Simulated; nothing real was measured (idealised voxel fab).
Documented hereafter: the process module known as voxel capacitor over wiring.
195 nm wide, 5 nm square cells: that's cross-section cut.
Cross-section format: a grid of square cells, given as bands from top to bottom; each band is one or more rows of cells.
Band entry format. Leading values: height of top, height of bottom, nm. Remainder: materials in left-to-right order, each with its width in nm. Special words: "full width" on a single material, which then fills the band edge to edge; "air", empty space.
Below 0: as-received wafer, all one material; heights counted from there. Lowest band: no bottom, goes on down, written "z 0 and below".
The notation "30 to 40" denotes a width that varies across the rows of cells in the band, beginning at the first number in the top row, finishing at the second number in the bottom row, and changing by an identical amount from each row to the next.
Take "no change" at face value: in the step it is given for, the cross-section changed in none of its cells.
What "Sealed-off cavities" gives you is every empty space of 8 cells or more that is cut off from the top. Each appears as width x height at distance, with the distance taken from the left edge and width, height and distance all in nm.
Post-settings text on a step line: simulator's own remark regarding the step.
On any step carrying a mask, the "overlay nm" setting, if present on the step's line, tells how far right of its planned place the mask lay; negative values point to the left.

-- Process steps - plan
- 1: RECEIVE | material Si
- 2: CONFORMAL_DEP | material SiO2 | thk nm 15
- 3: DIRECTIONAL_DEP | material TiN | thk nm 5
- 4: DIRECTIONAL_DEP | material W | thk nm 15
- 5: DIRECTIONAL_DEP | material aC | thk nm 15
- 6: PATTERN | tone cover | mask id METAL_1 | material resist | width nm 20 | pitch nm 75 | thk nm 35 | overlay nm 0
- 7: DIRECTIONAL_ETCH | etch materials aC | depth nm 15
- 8: STRIP | etch materials resist
- 9: DIRECTIONAL_ETCH | etch materials W | depth nm 15
- 10: DIRECTIONAL_ETCH | etch materials TiN | depth nm 5
- 11: STRIP | etch materials aC
- 12: CONFORMAL_DEP | material SiCN | thk nm 5
- 13: FILL_DEP | material lowk | thk nm 5
- 14: CMP | height nm 35
- 15: CONFORMAL_DEP | material SiCN | thk nm 5
- 16: DIRECTIONAL_DEP | material lowk | thk nm 10
- 17: DIRECTIONAL_DEP | material aC | thk nm 15
- 18: PATTERN | tone open | mask id PLUG_1 | material resist | width nm 15 | thk nm 35 | overlay nm 0
- 19: DIRECTIONAL_ETCH | etch materials aC | depth nm 15
- 20: STRIP | etch materials resist
- 21: DIRECTIONAL_ETCH | etch materials lowk | depth nm 10
- 22: DIRECTIONAL_ETCH | etch materials SiCN | depth nm 5
- 23: STRIP | etch materials aC
- 24: EPI | material Ru | thk nm 10
- 25: EPI | material Ru | thk nm 5
- 26: DIRECTIONAL_DEP | material TiN | thk nm 5
- 27: DIRECTIONAL_DEP | material Al2O3 | thk nm 5
- 28: DIRECTIONAL_DEP | material TiN | thk nm 10
- 29: MASKED_ETCH | tone cover | mask id UPPER_PLATE | width nm 60 | etch materials TiN | depth nm 10 | overlay nm 0
- 30: MASKED_ETCH | tone cover | mask id UPPER_PLATE | width nm 60 | etch materials Al2O3 | depth nm 5 | overlay nm 0
- 31: DIRECTIONAL_DEP | material aC | thk nm 15
- 32: PATTERN | tone cover | mask id LOWER_PLATE | material resist | width nm 70 | thk nm 30 | overlay nm 0
- 33: DIRECTIONAL_ETCH | etch materials aC | depth nm 15
- 34: STRIP | etch materials resist
- 35: DIRECTIONAL_ETCH | etch materials TiN | depth nm 5
- 36: STRIP | etch materials aC
- 37: FILL_DEP | material SiO2 | thk nm 20
- 38: CMP | height nm 85
- 39: MASKED_ETCH | tone open | mask id PLUG_2 | width nm 15 | etch materials SiO2 | depth nm 15 | overlay nm 0
- 40: CONFORMAL_DEP | material TiN | thk nm 5
- 41: FILL_DEP | material Cu | thk nm 5
- 42: CMP | height nm 85
- 43: CONFORMAL_DEP | material SiCN | thk nm 5

-- Cross-section of the wafer at receipt, which is the condition after step 1
z 0 and below: Si full width
Sealed-off cavities: none

-- Same starting wafer, same plan as above, one mistake in the execution; this is the cross-section at the end of the module
z 90 to 85: SiCN full width
z 85 to 80: SiO2 65; TiN 15; SiO2 115
z 80 to 70: SiO2 full width
z 70 to 60: SiO2 55; TiN 60; SiO2 80
z 60 to 55: SiO2 55; Al2O3 60; SiO2 80
z 55 to 50: SiO2 50; TiN 70; SiO2 75
z 50 to 40: lowk 55; Ru 15; lowk 125
z 40 to 35: SiCN 55; Ru 15; SiCN 125
z 35 to 20: lowk 45; SiCN 5; W 20; SiCN 5; lowk 45; SiCN 5; W 20; SiCN 5; lowk 45
z 20 to 15: SiCN 50; TiN 20; SiCN 55; TiN 20; SiCN 50
z 15 to 0: SiO2 full width
z 0 and below: Si full width
Sealed-off cavities: none
Misprocessing identified: note that step 39 departed from the planned setting and was carried out as MASKED_ETCH | tone open | mask id PLUG_2 | width nm 15 | etch materials SiO2 | depth nm 5 | overlay nm 0
